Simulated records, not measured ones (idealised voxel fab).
Name of the process module below: voxel ribs on slabs
Section cut is 265 nm wide and gridded with 5 nm square cells.
Cross-section layout: square cells on a grid; listed as bands, top to bottom; a band spans one or more cell rows.
Quick guide to a band line: top height, bottom height (nm) up front; then every material left to right with its width in nm. Only one material and it's marked "edge to edge"? Then it fills the band edge to edge. And "air" just means empty space.
A quick word on heights: they are counted from 0, and under that level the wafer as it came to us is one material throughout. The lowest band is different from the rest in having no bottom; it simply continues downward, written as in "from 0 down".
A two-number width, for instance "30 to 40", indicates that the width is equal to the first number in the top row of the band and to the second number in the bottom row, and that it changes by a constant amount per row of cells.
No cell of the cross-section changed in a step that is given as "same as before".
Voids not open to the top, 8 cells minimum: see "Voids, fully enclosed". Written width x height at distance; distance is from the left edge; nm.
after a step's settings: what the simulator itself notes on the step
A step's line can hold "overlay nm"; with a mask on that step, the setting says how far right of the planned place the mask lay, while a negative setting says it lay to the left.
Everything after this point is organized in pairs: a cross-section before one process step, a cross-section after it that shows only as deep as the lowest changed band, and, under the pair, the intervening step with its settings. Because different runs of this module on the same starting wafer can supply different pairs, a pair continues from the pair above it only if its entry headed "Before-step section" says so.
Before-step section:
> from 55 to 40 | SiO2 edge to edge
> from 40 to 35 | SiO2: 95, polySi: 20, SiO2: 30, polySi: 20, SiO2: 100
> from 35 to 30 | SiO2: 95, polySi: 70, SiO2: 100
> from 30 to 25 | polySi edge to edge
> from 25 to 0 | SiO2 edge to edge
> from 0 down | Si edge to edge
> Voids, fully enclosed: none
After the Step:
> from 50 to 40 | SiO2 edge to edge
> Note: structure below 40 unchanged.
> Voids, fully enclosed: none
The cross-sections above show the structure before and after this step: op CMP | height nm 50
Before-step section: cross-section not repeated; it is the one shown after the step in the pair just above.
After the Step:
> from 55 to 50 | TiN edge to edge
> Note: structure below 50 unchanged.
> Voids, fully enclosed: none
The cross-sections above show the structure before and after this step: op DIRECTIONAL_DEP | material TiN | thk nm 5
Before-step section: cross-section not repeated; it is the one shown after the step in the pair just above.
After the Step:
> from 70 to 55 | aC edge to edge
> Note: structure below 55 unchanged.
> Voids, fully enclosed: none
The cross-sections above show the structure before and after this step: op DIRECTIONAL_DEP | material aC | thk nm 15
Before-step section: cross-section not repeated; it is the one shown after the step in the pair just above.
After the Step:
> from 105 to 70 | air: 110, resist: 40, air: 115
> Note: structure below 70 unchanged.
> Voids, fully enclosed: none
The cross-sections above show the structure before and after this step: op PATTERN | tone cover | mask id HEATER | material resist | width nm 40 | thk nm 35 | overlay nm 0
Before-step section: cross-section not repeated; it is the one shown after the step in the pair just above.
After the Step:
> from 90 to 70 | air: 110, resist: 40, air: 115
> from 70 to 55 | air: 110, aC: 40, air: 115
> Note: structure below 55 unchanged.
> Voids, fully enclosed: none
The cross-sections above show the structure before and after this step: op DIRECTIONAL_ETCH | etch materials aC | depth nm 15
Before-step section: cross-section not repeated; it is the one shown after the step in the pair just above.
After the Step:
> from 70 to 55 | air: 110, aC: 40, air: 115
> Note: structure below 55 unchanged.
> Voids, fully enclosed: none
The cross-sections above show the structure before and after this step: op STRIP | etch materials resist
Before-step section: cross-section not repeated; it is the one shown after the step in the pair just above.
After the Step:
> from 70 to 55 | air: 110, aC: 40, air: 115
> from 55 to 50 | air: 110, TiN: 40, air: 115
> Note: structure below 50 unchanged.
> Voids, fully enclosed: none
The cross-sections above show the structure before and after this step: op DIRECTIONAL_ETCH | etch materials TiN | depth nm 5
Before-step section: cross-section not repeated; it is the one shown after the step in the pair just above.
After the Step:
> from 55 to 50 | air: 110, TiN: 40, air: 115
> Note: structure below 50 unchanged.
> Voids, fully enclosed: none
The cross-sections above show the structure before and after this step: op STRIP | etch materials aC
Before-step section: cross-section not repeated; it is the one shown after the step in the pair just above.
After the Step:
> from 65 to 60 | air: 100, SiO2: 60, air: 105
> from 60 to 55 | SiO2 edge to edge
> from 55 to 50 | SiO2: 110, TiN: 40, SiO2: 115
> Note: structure below 50 unchanged.
> Voids, fully enclosed: none
The cross-sections above show the structure before and after this step: op CONFORMAL_DEP | material SiO2 | thk nm 10
